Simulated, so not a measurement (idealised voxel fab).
Title: Process Module voxel air gaps
Each square cell in cross-section cut measures 5 nm, and the section as a whole is 240 nm wide.
In this document a cross-section is written as a grid of square cells. It is given as a series of bands, listed from the top down, and a band is one or more rows of cells. Band: top and bottom heights (nm) first, top before bottom; then materials from left to right, widths in nm. "all across" marks a sole material filling the band edge to edge. "blank" denotes empty space. Height reference: 0 = level under which incoming wafer is all one material. Lowest band: no bottom, runs on downward, e.g. "from 0 down". The width entry "30..40" should be interpreted row by row: the top row of cells in the band takes the first number, the bottom row takes the second number, and the change between adjacent rows is uniform throughout. Where a step carries "changes: none", the cross-section came out of it unchanged, cell for cell. "Completely sealed voids" lists enclosed empty spaces (at least 8 cells, no open path upward to the top), each as width x height at distance from the left edge, in nm. Step line, after settings: the simulator's comment on this step. A step's line can hold "overlay nm"; with a mask on that step, the setting says how far right of the planned place the mask lay, while a negative setting says it lay to the left.
So here's the lineup of process steps we planned:
| 1 | RECEIVE [material Si] |
| 2 | CONFORMAL_DEP [material SiO2] [thk nm 15] |
| 3 | CONFORMAL_DEP [material SiCN] [thk nm 5] |
| 4 | DIRECTIONAL_DEP [material SiO2] [thk nm 40] |
| 5 | DIRECTIONAL_DEP [material aC] [thk nm 10] |
| 6 | PATTERN [tone open] [mask id LINES] [material resist] [width nm 25] [pitch nm 50] [thk nm 30] [overlay nm 0] |
| 7 | DIRECTIONAL_ETCH [etch materials aC] [depth nm 10] |
| 8 | STRIP [etch materials resist] |
| 9 | DIRECTIONAL_ETCH [etch materials SiO2] [depth nm 40] |
| 10 | STRIP [etch materials aC] |
| 11 | CONFORMAL_DEP [material TiN] [thk nm 5] |
| 12 | FILL_DEP [material Ru] [thk nm 5] |
| 13 | CMP [height nm 60] |
| 14 | EPI [material Ru] [thk nm 10] |
| 15 | SELECTIVE_ETCH [etch materials SiO2] [depth nm 50] |
| 16 | CONFORMAL_DEP [material SiCN] [thk nm 5] |
Cross-section of the wafer as it came to us, i.e., already through step 1:
  from 0 down = Si all across
  Completely sealed voids: none
Looking at the first of two wafers in cross-section at end of module - ran to plan:
  from 75 to 70 = blank 40 nm, then SiCN 155 nm, then blank 45 nm
  from 70 to 60 = blank 40 nm, then SiCN 5 nm, then Ru 45 nm, then SiCN 5 nm, then Ru 45 nm, then SiCN 5 nm, then Ru 45 nm, then SiCN 5 nm, then blank 45 nm
  from 60 to 55 = blank 40 nm, then SiCN 15 nm, then TiN 5 nm, then Ru 15 nm, then TiN 5 nm, then SiCN 25 nm, then TiN 5 nm, then Ru 15 nm, then TiN 5 nm, then SiCN 25 nm, then TiN 5 nm, then Ru 15 nm, then TiN 5 nm, then SiCN 15 nm, then blank 45 nm
  from 55 to 25 = blank 50 nm, then SiCN 5 nm, then TiN 5 nm, then Ru 15 nm, then TiN 5 nm, then SiCN 5 nm, then blank 15 nm, then SiCN 5 nm, then TiN 5 nm, then Ru 15 nm, then TiN 5 nm, then SiCN 5 nm, then blank 15 nm, then SiCN 5 nm, then TiN 5 nm, then Ru 15 nm, then TiN 5 nm, then SiCN 5 nm, then blank 55 nm
  from 25 to 20 = SiCN 55 nm, then TiN 25 nm, then SiCN 25 nm, then TiN 25 nm, then SiCN 25 nm, then TiN 25 nm, then SiCN 60 nm
  from 20 to 15 = SiCN all across
  from 15 to 0 = SiO2 all across
  from 0 down = Si all across
  Completely sealed voids: 15 x 30 at 85; 15 x 30 at 135
This cross-section belongs to the second wafer of two at the end of the module; the start and the plan were shared with the first, and the run included one mistake:
  from 75 to 70 = blank 45 nm, then SiCN 45 nm, then blank 5 nm, then SiCN 45 nm, then blank 5 nm, then SiCN 45 nm, then blank 50 nm
  from 70 to 60 = blank 45 nm, then SiCN 5 nm, then Ru 35 nm, then SiCN 5 nm, then blank 5 nm, then SiCN 5 nm, then Ru 35 nm, then SiCN 5 nm, then blank 5 nm, then SiCN 5 nm, then Ru 35 nm, then SiCN 5 nm, then blank 50 nm
  from 60 to 55 = blank 45 nm, then SiCN 15 nm, then TiN 5 nm, then Ru 5 nm, then TiN 5 nm, then SiCN 15 nm, then blank 5 nm, then SiCN 15 nm, then TiN 5 nm, then Ru 5 nm, then TiN 5 nm, then SiCN 15 nm, then blank 5 nm, then SiCN 15 nm, then TiN 5 nm, then Ru 5 nm, then TiN 5 nm, then SiCN 15 nm, then blank 50 nm
  from 55 to 25 = blank 55 nm, then SiCN 5 nm, then TiN 5 nm, then Ru 5 nm, then TiN 5 nm, then SiCN 5 nm, then blank 25 nm, then SiCN 5 nm, then TiN 5 nm, then Ru 5 nm, then TiN 5 nm, then SiCN 5 nm, then blank 25 nm, then SiCN 5 nm, then TiN 5 nm, then Ru 5 nm, then TiN 5 nm, then SiCN 5 nm, then blank 60 nm
  from 25 to 20 = SiCN 60 nm, then TiN 15 nm, then SiCN 35 nm, then TiN 15 nm, then SiCN 35 nm, then TiN 15 nm, then SiCN 65 nm
  from 20 to 15 = SiCN all across
  from 15 to 0 = SiO2 all across
  from 0 down = Si all across
  Completely sealed voids: none
Against the plan, the run slipped here: step 6 changed vs plan, executed as PATTERN [tone open] [mask id LINES] [material resist] [width nm 15] [pitch nm 50] [thk nm 30] [overlay nm 0]
End check, counted in cells, second wafer has more or fewer of these materials than the first: -54 Ru; +8 SiCN; -6 TiN
First wafer closed voids (final) = 2; second wafer closed voids (final) = 0.
